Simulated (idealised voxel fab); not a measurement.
Documented hereafter: the process module known as voxel capacitor over wiring.
Shown is cross-section cut, with a width of 175 nm and square cells of size 5 nm.
Reading order for cross-sections: top band down to bottom band. Underlying form: a grid of square cells. Band size: one or more rows of cells.
Per band: top height and bottom height in nm, followed by the left-to-right materials and their widths in nm; "throughout" marks a single material spanning edge to edge, "blank" marks empty space.
Heights are expressed relative to 0, this being the level below which the as-received wafer comprises one material exclusively. The lowest band is unbounded in the downward direction and is denoted as in "0..down".
Width spec "30 to 40" -> top row of cells at first value, bottom row at second value, equal per-row change in between.
"nothing was modified" means the step left every cell of the cross-section as it was.
You'll see "Enclosed voids" listing empty spaces that have no way open to the top, as long as they're 8 cells or more; the notation is width x height at distance, where the distance is from the left edge, and all of it is in nm.
Step line, after settings: the simulator's comment on this step.
Among the settings permitted on a step's line is "overlay nm"; applied to a step with a mask, it specifies the extent to which the mask lay to the right of its planned position, whereas a negative figure signifies a position to the left.

List of planned process steps
1. RECEIVE with material Si
2. CONFORMAL_DEP with material SiO2, thk nm 10
3. DIRECTIONAL_DEP with material TiN, thk nm 5
4. DIRECTIONAL_DEP with material Ru, thk nm 20
5. DIRECTIONAL_DEP with material aC, thk nm 15
6. PATTERN with tone cover, mask id METAL_1, material resist, width nm 25, pitch nm 75, thk nm 30, overlay nm 0
7. DIRECTIONAL_ETCH with etch materials aC, depth nm 15
8. STRIP with etch materials resist
9. DIRECTIONAL_ETCH with etch materials Ru, depth nm 20
10. DIRECTIONAL_ETCH with etch materials TiN, depth nm 5
11. STRIP with etch materials aC
12. FILL_DEP with material lowk, thk nm 10
13. CMP with height nm 35
14. CONFORMAL_DEP with material SiCN, thk nm 5
15. DIRECTIONAL_DEP with material SiO2, thk nm 20
16. DIRECTIONAL_DEP with material aC, thk nm 10
17. PATTERN with tone open, mask id PLUG_1, material resist, width nm 15, thk nm 25, overlay nm 0
18. DIRECTIONAL_ETCH with etch materials aC, depth nm 10
19. STRIP with etch materials resist
20. DIRECTIONAL_ETCH with etch materials SiO2, depth nm 20
21. DIRECTIONAL_ETCH with etch materials SiCN, depth nm 5
22. STRIP with etch materials aC
23. EPI with material Ru, thk nm 10
24. EPI with material Ru, thk nm 10
25. EPI with material Ru, thk nm 5
26. DIRECTIONAL_DEP with material TiN, thk nm 10
27. DIRECTIONAL_DEP with material SiN, thk nm 5
28. DIRECTIONAL_DEP with material TiN, thk nm 5
29. PATTERN with tone cover, mask id UPPER_PLATE, material resist, width nm 55, thk nm 15, overlay nm 0
30. DIRECTIONAL_ETCH with etch materials TiN, depth nm 5
31. DIRECTIONAL_ETCH with etch materials SiN, depth nm 5
32. STRIP with etch materials resist
33. MASKED_ETCH with tone cover, mask id LOWER_PLATE, width nm 65, etch materials TiN, depth nm 10, overlay nm 0
34. FILL_DEP with material SiO2, thk nm 20
35. CMP with height nm 95
36. DIRECTIONAL_DEP with material aC, thk nm 10
37. PATTERN with tone open, mask id PLUG_2, material resist, width nm 15, thk nm 30, overlay nm 0
38. DIRECTIONAL_ETCH with etch materials aC, depth nm 10
39. STRIP with etch materials resist
40. DIRECTIONAL_ETCH with etch materials SiO2, depth nm 15
41. STRIP with etch materials aC
42. CONFORMAL_DEP with material TiN, thk nm 5
43. FILL_DEP with material Cu, thk nm 5
44. CMP with height nm 95
45. CONFORMAL_DEP with material SiN, thk nm 5

Cross-section of the wafer at receipt, which is the condition after step 1
* 0..down = Si throughout
* Enclosed voids: none

The cross-section shown corresponds to the wafer at the conclusion of the module. The initial structure and the process plan are those presented above; however, one mistake occurred in executing the plan
* 100..95 = SiN throughout
* 95..85 = SiO2 (55) / TiN (5) / Cu (5) / TiN (5) / SiO2 (105)
* 85..80 = SiO2 (55) / TiN (15) / SiO2 (105)
* 80..75 = SiO2 (45) / SiN (55) / SiO2 (75)
* 75..65 = SiO2 (40) / TiN (65) / SiO2 (70)
* 65..60 = TiN throughout
* 60..40 = SiO2 (45) / Ru (15) / SiO2 (115)
* 40..35 = SiCN (45) / Ru (15) / SiCN (115)
* 35..15 = lowk (35) / Ru (25) / lowk (50) / Ru (25) / lowk (40)
* 15..10 = lowk (35) / TiN (25) / lowk (50) / TiN (25) / lowk (40)
* 10..0 = SiO2 throughout
* 0..down = Si throughout
* Enclosed voids: none
What was the processing mistake? steps 27 and 28 traded places in the executed sequence
